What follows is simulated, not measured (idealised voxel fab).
Title: Process Module voxel self aligned vias
Displayed cross-section: cut, width of 230 nm, square cells sized 5 nm.
For the purposes of this document, a cross-section shall be understood as a grid of square cells, specified as bands listed in top-to-bottom order, each band consisting of one or more rows of cells. For a band, the entry starts with two heights in nm, that of the top and then that of the bottom, and carries on with the band's materials in order from left to right, each alongside its width in nm; the word "all across" beside a single material means it fills the band edge to edge, and "empty" means empty space. Below 0: as-received wafer, all one material; heights counted from there. Lowest band: no bottom, goes on down, written "0 -> down". The width entry "30 to 40" should be interpreted row by row: the top row of cells in the band takes the first number, the bottom row takes the second number, and the change between adjacent rows is uniform throughout. Given "no modification" for a step, no cell of the cross-section differs between before and after that step. The label "Closed-off voids" introduces a list of the empty spaces, 8 cells or larger, that have no open way up to the top; each entry in it reads width x height at distance, where the distance is taken from the left edge and all three are stated in nm. The remark found on a step's line after its settings is issued by the simulator itself and pertains to that step. overlay nm: right-of-plan distance of the mask on a masked step; negative values mean left-of-plan.

The steps planned for the process are as follows
1. RECEIVE [material Si]
2. CONFORMAL_DEP [material SiO2] [thk nm 10]
3. CONFORMAL_DEP [material SiCN] [thk nm 5]
4. DIRECTIONAL_DEP [material SiO2] [thk nm 30]
5. MASKED_ETCH [tone open] [mask id LINES] [width nm 20] [pitch nm 50] [etch materials SiO2] [depth nm 30] [overlay nm 0]
6. CONFORMAL_DEP [material TiN] [thk nm 5]
7. FILL_DEP [material Ru] [thk nm 10]
8. CMP [height nm 45]
9. SELECTIVE_ETCH [etch materials W Ru TiN] [depth nm 10]
10. FILL_DEP [material SiN] [thk nm 10]
11. CMP [height nm 45]
12. DIRECTIONAL_DEP [material SiO2] [thk nm 15]
13. PATTERN [tone open] [mask id VIAS] [material resist] [width nm 30] [thk nm 20] [overlay nm 0]
14. DIRECTIONAL_ETCH [etch materials SiO2] [depth nm 15]
15. DIRECTIONAL_ETCH [etch materials SiN] [depth nm 10]
16. STRIP [etch materials resist]
17. CONFORMAL_DEP [material TiN] [thk nm 5]
18. FILL_DEP [material W] [thk nm 5]
19. CMP [height nm 60]
20. CONFORMAL_DEP [material SiCN] [thk nm 5]

First out of two wafers; run went to plan

Shown in cross-section is the wafer as received, that is, as it stands after step 1
- 0 -> down = Si all across
- Closed-off voids: none

Wafer after step 2 (cross-section)
- 10 -> 0 = SiO2 all across
- Everything below 0 is unchanged.

Wafer after step 3 (cross-section)
- 15 -> 10 = SiCN all across
- Everything below 10 is unchanged.

Wafer after step 4 (cross-section)
- 45 -> 15 = SiO2 all across
- Everything below 15 is unchanged.

Wafer after step 5 (cross-section)
- 45 -> 15 = SiO2: 80 / empty: 20 / SiO2: 30 / empty: 20 / SiO2: 80
- Everything below 15 is unchanged.

Wafer after step 6 (cross-section)
- 50 -> 45 = TiN: 85 / empty: 10 / TiN: 40 / empty: 10 / TiN: 85
- 45 -> 20 = SiO2: 80 / TiN: 5 / empty: 10 / TiN: 5 / SiO2: 30 / TiN: 5 / empty: 10 / TiN: 5 / SiO2: 80
- 20 -> 15 = SiO2: 80 / TiN: 20 / SiO2: 30 / TiN: 20 / SiO2: 80
- Everything below 15 is unchanged.

Wafer after step 7 (cross-section)
- 60 -> 50 = Ru all across
- 50 -> 45 = TiN: 85 / Ru: 10 / TiN: 40 / Ru: 10 / TiN: 85
- 45 -> 20 = SiO2: 80 / TiN: 5 / Ru: 10 / TiN: 5 / SiO2: 30 / TiN: 5 / Ru: 10 / TiN: 5 / SiO2: 80
- Everything below 20 is unchanged.

Wafer after step 8 (cross-section)
- 45 -> 20 = SiO2: 80 / TiN: 5 / Ru: 10 / TiN: 5 / SiO2: 30 / TiN: 5 / Ru: 10 / TiN: 5 / SiO2: 80
- Everything below 20 is unchanged.

Wafer after step 9 (cross-section)
- 45 -> 35 = SiO2: 80 / empty: 20 / SiO2: 30 / empty: 20 / SiO2: 80
- Everything below 35 is unchanged.

Wafer after step 10 (cross-section)
- 55 -> 45 = SiN all across
- 45 -> 35 = SiO2: 80 / SiN: 20 / SiO2: 30 / SiN: 20 / SiO2: 80
- Everything below 35 is unchanged.

Wafer after step 11 (cross-section)
- 45 -> 35 = SiO2: 80 / SiN: 20 / SiO2: 30 / SiN: 20 / SiO2: 80
- Everything below 35 is unchanged.

Wafer after step 12 (cross-section)
- 60 -> 45 = SiO2 all across
- Everything below 45 is unchanged.

Wafer after step 13 (cross-section)
- 80 -> 60 = resist: 75 / empty: 30 / resist: 125
- Everything below 60 is unchanged.

Wafer after step 14 (cross-section)
- 80 -> 60 = resist: 75 / empty: 30 / resist: 125
- 60 -> 45 = SiO2: 75 / empty: 30 / SiO2: 125
- Everything below 45 is unchanged.

Wafer after step 15 (cross-section)
- 80 -> 60 = resist: 75 / empty: 30 / resist: 125
- 60 -> 45 = SiO2: 75 / empty: 30 / SiO2: 125
- 45 -> 35 = SiO2: 80 / empty: 20 / SiO2: 30 / SiN: 20 / SiO2: 80
- Everything below 35 is unchanged.

Wafer after step 16 (cross-section)
- 60 -> 45 = SiO2: 75 / empty: 30 / SiO2: 125
- Everything below 45 is unchanged.

Wafer after step 17 (cross-section)
- 65 -> 60 = TiN: 80 / empty: 20 / TiN: 130
- 60 -> 50 = SiO2: 75 / TiN: 5 / empty: 20 / TiN: 5 / SiO2: 125
- 50 -> 45 = SiO2: 75 / TiN: 10 / empty: 10 / TiN: 10 / SiO2: 125
- 45 -> 40 = SiO2: 80 / TiN: 5 / empty: 10 / TiN: 5 / SiO2: 30 / SiN: 20 / SiO2: 80
- 40 -> 35 = SiO2: 80 / TiN: 20 / SiO2: 30 / SiN: 20 / SiO2: 80
- Everything below 35 is unchanged.

Wafer after step 18 (cross-section)
- 70 -> 65 = W all across
- 65 -> 60 = TiN: 80 / W: 20 / TiN: 130
- 60 -> 50 = SiO2: 75 / TiN: 5 / W: 20 / TiN: 5 / SiO2: 125
- 50 -> 45 = SiO2: 75 / TiN: 10 / W: 10 / TiN: 10 / SiO2: 125
- 45 -> 40 = SiO2: 80 / TiN: 5 / W: 10 / TiN: 5 / SiO2: 30 / SiN: 20 / SiO2: 80
- Everything below 40 is unchanged.

Wafer after step 19 (cross-section)
- 60 -> 50 = SiO2: 75 / TiN: 5 / W: 20 / TiN: 5 / SiO2: 125
- Everything below 50 is unchanged.

Wafer after step 20 (cross-section)
- 65 -> 60 = SiCN all across
- Everything below 60 is unchanged.

Wafer two. Identical start, identical plan. One mistake in execution. Identical history through step 12

The second wafer in cross-section, at the planned close of step 13
- 80 -> 60 = resist: 65 / empty: 30 / resist: 135
- Everything below 60 is unchanged.

The second wafer in cross-section, at the planned close of step 14
- 80 -> 60 = resist: 65 / empty: 30 / resist: 135
- 60 -> 45 = SiO2: 65 / empty: 30 / SiO2: 135
- Everything below 45 is unchanged.

The second wafer in cross-section, at the planned close of step 15
- 80 -> 60 = resist: 65 / empty: 30 / resist: 135
- 60 -> 45 = SiO2: 65 / empty: 30 / SiO2: 135
- 45 -> 35 = SiO2: 80 / empty: 15 / SiN: 5 / SiO2: 30 / SiN: 20 / SiO2: 80
- Everything below 35 is unchanged.

The second wafer in cross-section, at the planned close of step 16
- 60 -> 45 = SiO2: 65 / empty: 30 / SiO2: 135
- Everything below 45 is unchanged.

The second wafer in cross-section, at the planned close of step 17
- 65 -> 60 = TiN: 70 / empty: 20 / TiN: 140
- 60 -> 50 = SiO2: 65 / TiN: 5 / empty: 20 / TiN: 5 / SiO2: 135
- 50 -> 45 = SiO2: 65 / TiN: 20 / empty: 5 / TiN: 5 / SiO2: 135
- 45 -> 40 = SiO2: 80 / TiN: 5 / empty: 5 / TiN: 5 / SiN: 5 / SiO2: 30 / SiN: 20 / SiO2: 80
- 40 -> 35 = SiO2: 80 / TiN: 15 / SiN: 5 / SiO2: 30 / SiN: 20 / SiO2: 80
- Everything below 35 is unchanged.

The second wafer in cross-section, at the planned close of step 18
- 70 -> 65 = W all across
- 65 -> 60 = TiN: 70 / W: 20 / TiN: 140
- 60 -> 50 = SiO2: 65 / TiN: 5 / W: 20 / TiN: 5 / SiO2: 135
- 50 -> 45 = SiO2: 65 / TiN: 20 / W: 5 / TiN: 5 / SiO2: 135
- 45 -> 40 = SiO2: 80 / TiN: 5 / W: 5 / TiN: 5 / SiN: 5 / SiO2: 30 / SiN: 20 / SiO2: 80
- Everything below 40 is unchanged.

The second wafer in cross-section, at the planned close of step 19
- 60 -> 50 = SiO2: 65 / TiN: 5 / W: 20 / TiN: 5 / SiO2: 135
- Everything below 50 is unchanged.

The second wafer in cross-section, at the planned close of step 20
- 65 -> 60 = SiCN all across
- Everything below 60 is unchanged.
Error vs. plan: heads up, step 13 didn't go per plan, it actually ran as PATTERN [tone open] [mask id VIAS] [material resist] [width nm 30] [thk nm 20] [overlay nm -10]
Final wafer comparison in cells, second versus first, more or fewer per material: SiN +2, W -2
